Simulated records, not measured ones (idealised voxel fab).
Process module heading - voxel self aligned vias
Cross-section cut spans 280 nm and uses square cells 5 nm in size.
Bands, listed from the top down, are how a cross-section gets written in this document; the cross-section itself is a grid of square cells, and a band is one or more rows of them.
Heads up on the band format: heights come first, top then bottom, in nm. After that it's the materials left to right, each with its width in nm. A single material flagged "edge to edge" fills the whole band edge to edge, and "air" means there's empty space there.
It should be noted that heights are counted from 0, beneath which the wafer as supplied is of one material throughout, and that the lowest band possesses no lower boundary but continues downward, as written in "0..down".
With a width like "30->40", each row of cells in the band differs from the next by the same amount, the top row carrying the first number and the bottom row the second.
"remained unchanged" means the step left every cell of the cross-section as it was.
"Fully sealed voids": empty spaces of 8 cells or more with no open way to the top, each given as width x height at distance, distance from the left edge, all in nm.
That trailing text on a step's line, after the settings, is the simulator's own remark on the step.
A step's line can hold "overlay nm"; with a mask on that step, the setting says how far right of the planned place the mask lay, while a negative setting says it lay to the left.
Planned process steps
1,RECEIVE [material Si]
2,CONFORMAL_DEP [material SiO2] [thk nm 15]
3,CONFORMAL_DEP [material SiCN] [thk nm 5]
4,DIRECTIONAL_DEP [material SiO2] [thk nm 20]
5,MASKED_ETCH [tone open] [mask id LINES] [width nm 20] [pitch nm 45] [etch materials SiO2] [depth nm 20] [overlay nm 0]
6,CONFORMAL_DEP [material TiN] [thk nm 5]
7,FILL_DEP [material W] [thk nm 5]
8,CMP [height nm 40]
9,SELECTIVE_ETCH [etch materials W Ru TiN] [depth nm 5]
10,FILL_DEP [material SiN] [thk nm 10]
11,CMP [height nm 40]
12,DIRECTIONAL_DEP [material SiO2] [thk nm 15]
13,DIRECTIONAL_DEP [material aC] [thk nm 10]
14,PATTERN [tone open] [mask id VIAS] [material resist] [width nm 30] [pitch nm 45] [thk nm 25] [overlay nm 0]
15,DIRECTIONAL_ETCH [etch materials aC] [depth nm 10]
16,STRIP [etch materials resist]
17,DIRECTIONAL_ETCH [etch materials SiO2] [depth nm 15]
18,DIRECTIONAL_ETCH [etch materials SiN] [depth nm 5]
19,STRIP [etch materials aC]
20,CONFORMAL_DEP [material TiN] [thk nm 5]
21,FILL_DEP [material W] [thk nm 5]
22,CMP [height nm 55]
23,CONFORMAL_DEP [material SiCN] [thk nm 5]
The first of two wafers, run as planned
As-received state of the wafer in cross-section, equivalent to post-step 1
0..down | Si edge to edge
Fully sealed voids: none
Step 2 complete: cross-section through the wafer
15..0 | SiO2 edge to edge
All layers under 0 are left as they were.
Step 3 complete: cross-section through the wafer
20..15 | SiCN edge to edge
All layers under 15 are left as they were.
Step 4 complete: cross-section through the wafer
40..20 | SiO2 edge to edge
All layers under 20 are left as they were.
Step 5 complete: cross-section through the wafer
40..20 | SiO2 (85), air (20), SiO2 (25), air (20), SiO2 (25), air (20), SiO2 (85)
All layers under 20 are left as they were.
Step 6 complete: cross-section through the wafer
45..40 | TiN (90), air (10), TiN (35), air (10), TiN (35), air (10), TiN (90)
40..25 | SiO2 (85), TiN (5), air (10), TiN (5), SiO2 (25), TiN (5), air (10), TiN (5), SiO2 (25), TiN (5), air (10), TiN (5), SiO2 (85)
25..20 | SiO2 (85), TiN (20), SiO2 (25), TiN (20), SiO2 (25), TiN (20), SiO2 (85)
All layers under 20 are left as they were.
Step 7 complete: cross-section through the wafer
50..45 | W edge to edge
45..40 | TiN (90), W (10), TiN (35), W (10), TiN (35), W (10), TiN (90)
40..25 | SiO2 (85), TiN (5), W (10), TiN (5), SiO2 (25), TiN (5), W (10), TiN (5), SiO2 (25), TiN (5), W (10), TiN (5), SiO2 (85)
All layers under 25 are left as they were.
Step 8 complete: cross-section through the wafer
40..25 | SiO2 (85), TiN (5), W (10), TiN (5), SiO2 (25), TiN (5), W (10), TiN (5), SiO2 (25), TiN (5), W (10), TiN (5), SiO2 (85)
All layers under 25 are left as they were.
Step 9 complete: cross-section through the wafer
40..35 | SiO2 (85), air (20), SiO2 (25), air (20), SiO2 (25), air (20), SiO2 (85)
All layers under 35 are left as they were.
Step 10 complete: cross-section through the wafer
50..40 | SiN edge to edge
40..35 | SiO2 (85), SiN (20), SiO2 (25), SiN (20), SiO2 (25), SiN (20), SiO2 (85)
All layers under 35 are left as they were.
Step 11 complete: cross-section through the wafer
40..35 | SiO2 (85), SiN (20), SiO2 (25), SiN (20), SiO2 (25), SiN (20), SiO2 (85)
All layers under 35 are left as they were.
Step 12 complete: cross-section through the wafer
55..40 | SiO2 edge to edge
All layers under 40 are left as they were.
Step 13 complete: cross-section through the wafer
65..55 | aC edge to edge
All layers under 55 are left as they were.
Step 14 complete: cross-section through the wafer
90..65 | resist (80), air (30), resist (15), air (30), resist (15), air (30), resist (80)
All layers under 65 are left as they were.
Step 15 complete: cross-section through the wafer
80..65 | resist (80), air (30), resist (15), air (30), resist (15), air (30), resist (80)
65..55 | aC (80), air (30), aC (15), air (30), aC (15), air (30), aC (80)
All layers under 55 are left as they were.
Step 16 complete: cross-section through the wafer
65..55 | aC (80), air (30), aC (15), air (30), aC (15), air (30), aC (80)
All layers under 55 are left as they were.
Step 17 complete: cross-section through the wafer
65..55 | aC (80), air (30), aC (15), air (30), aC (15), air (30), aC (80)
55..40 | SiO2 (80), air (30), SiO2 (15), air (30), SiO2 (15), air (30), SiO2 (80)
All layers under 40 are left as they were.
Step 18 complete: cross-section through the wafer
65..55 | aC (80), air (30), aC (15), air (30), aC (15), air (30), aC (80)
55..40 | SiO2 (80), air (30), SiO2 (15), air (30), SiO2 (15), air (30), SiO2 (80)
40..35 | SiO2 (85), air (20), SiO2 (25), air (20), SiO2 (25), air (20), SiO2 (85)
All layers under 35 are left as they were.
Step 19 complete: cross-section through the wafer
55..40 | SiO2 (80), air (30), SiO2 (15), air (30), SiO2 (15), air (30), SiO2 (80)
All layers under 40 are left as they were.
Step 20 complete: cross-section through the wafer
60..55 | TiN (85), air (20), TiN (25), air (20), TiN (25), air (20), TiN (85)
55..45 | SiO2 (80), TiN (5), air (20), TiN (5), SiO2 (15), TiN (5), air (20), TiN (5), SiO2 (15), TiN (5), air (20), TiN (5), SiO2 (80)
45..40 | SiO2 (80), TiN (10), air (10), TiN (10), SiO2 (15), TiN (10), air (10), TiN (10), SiO2 (15), TiN (10), air (10), TiN (10), SiO2 (80)
40..35 | SiO2 (85), TiN (20), SiO2 (25), TiN (20), SiO2 (25), TiN (20), SiO2 (85)
All layers under 35 are left as they were.
Step 21 complete: cross-section through the wafer
65..60 | W edge to edge
60..55 | TiN (85), W (20), TiN (25), W (20), TiN (25), W (20), TiN (85)
55..45 | SiO2 (80), TiN (5), W (20), TiN (5), SiO2 (15), TiN (5), W (20), TiN (5), SiO2 (15), TiN (5), W (20), TiN (5), SiO2 (80)
45..40 | SiO2 (80), TiN (10), W (10), TiN (10), SiO2 (15), TiN (10), W (10), TiN (10), SiO2 (15), TiN (10), W (10), TiN (10), SiO2 (80)
All layers under 40 are left as they were.
Step 22 complete: cross-section through the wafer
55..45 | SiO2 (80), TiN (5), W (20), TiN (5), SiO2 (15), TiN (5), W (20), TiN (5), SiO2 (15), TiN (5), W (20), TiN (5), SiO2 (80)
All layers under 45 are left as they were.
Step 23 complete: cross-section through the wafer
60..55 | SiCN edge to edge
All layers under 55 are left as they were.
Notes, second wafer: start = first wafer's, plan = first wafer's, execution had one mistake; history identical to first through step 16
Cross-section of the second wafer corresponding to the planned conclusion of step 17
65..55 | aC (80), air (30), aC (15), air (30), aC (15), air (30), aC (80)
55..40 | SiO2 (80), air (30), SiO2 (15), air (30), SiO2 (15), air (30), SiO2 (80)
40..35 | SiO2 (80), air (5), SiN (20), air (5), SiO2 (15), air (5), SiN (20), air (5), SiO2 (15), air (5), SiN (20), air (5), SiO2 (80)
35..25 | SiO2 (80), air (5), TiN (5), W (10), TiN (5), air (5), SiO2 (15), air (5), TiN (5), W (10), TiN (5), air (5), SiO2 (15), air (5), TiN (5), W (10), TiN (5), air (5), SiO2 (80)
All layers under 25 are left as they were.
Cross-section of the second wafer corresponding to the planned conclusion of step 18
65..55 | aC (80), air (30), aC (15), air (30), aC (15), air (30), aC (80)
55..35 | SiO2 (80), air (30), SiO2 (15), air (30), SiO2 (15), air (30), SiO2 (80)
All layers under 35 are left as they were.
Cross-section of the second wafer corresponding to the planned conclusion of step 19
55..35 | SiO2 (80), air (30), SiO2 (15), air (30), SiO2 (15), air (30), SiO2 (80)
All layers under 35 are left as they were.
Cross-section of the second wafer corresponding to the planned conclusion of step 20
60..55 | TiN (85), air (20), TiN (25), air (20), TiN (25), air (20), TiN (85)
55..40 | SiO2 (80), TiN (5), air (20), TiN (5), SiO2 (15), TiN (5), air (20), TiN (5), SiO2 (15), TiN (5), air (20), TiN (5), SiO2 (80)
40..35 | SiO2 (80), TiN (30), SiO2 (15), TiN (30), SiO2 (15), TiN (30), SiO2 (80)
35..25 | SiO2 (80), TiN (10), W (10), TiN (10), SiO2 (15), TiN (10), W (10), TiN (10), SiO2 (15), TiN (10), W (10), TiN (10), SiO2 (80)
All layers under 25 are left as they were.
Cross-section of the second wafer corresponding to the planned conclusion of step 21
65..60 | W edge to edge
60..55 | TiN (85), W (20), TiN (25), W (20), TiN (25), W (20), TiN (85)
55..40 | SiO2 (80), TiN (5), W (20), TiN (5), SiO2 (15), TiN (5), W (20), TiN (5), SiO2 (15), TiN (5), W (20), TiN (5), SiO2 (80)
All layers under 40 are left as they were.
Cross-section of the second wafer corresponding to the planned conclusion of step 22
55..40 | SiO2 (80), TiN (5), W (20), TiN (5), SiO2 (15), TiN (5), W (20), TiN (5), SiO2 (15), TiN (5), W (20), TiN (5), SiO2 (80)
All layers under 40 are left as they were.
Cross-section of the second wafer corresponding to the planned conclusion of step 23
60..55 | SiCN edge to edge
All layers under 55 are left as they were.
It is concluded that the wafer was processed incorrectly with respect to the plan, in that plan step 17 ran twice
at the end the second wafer has, in cells: 18 fewer of SiO2; 12 more of TiN; 6 more of W
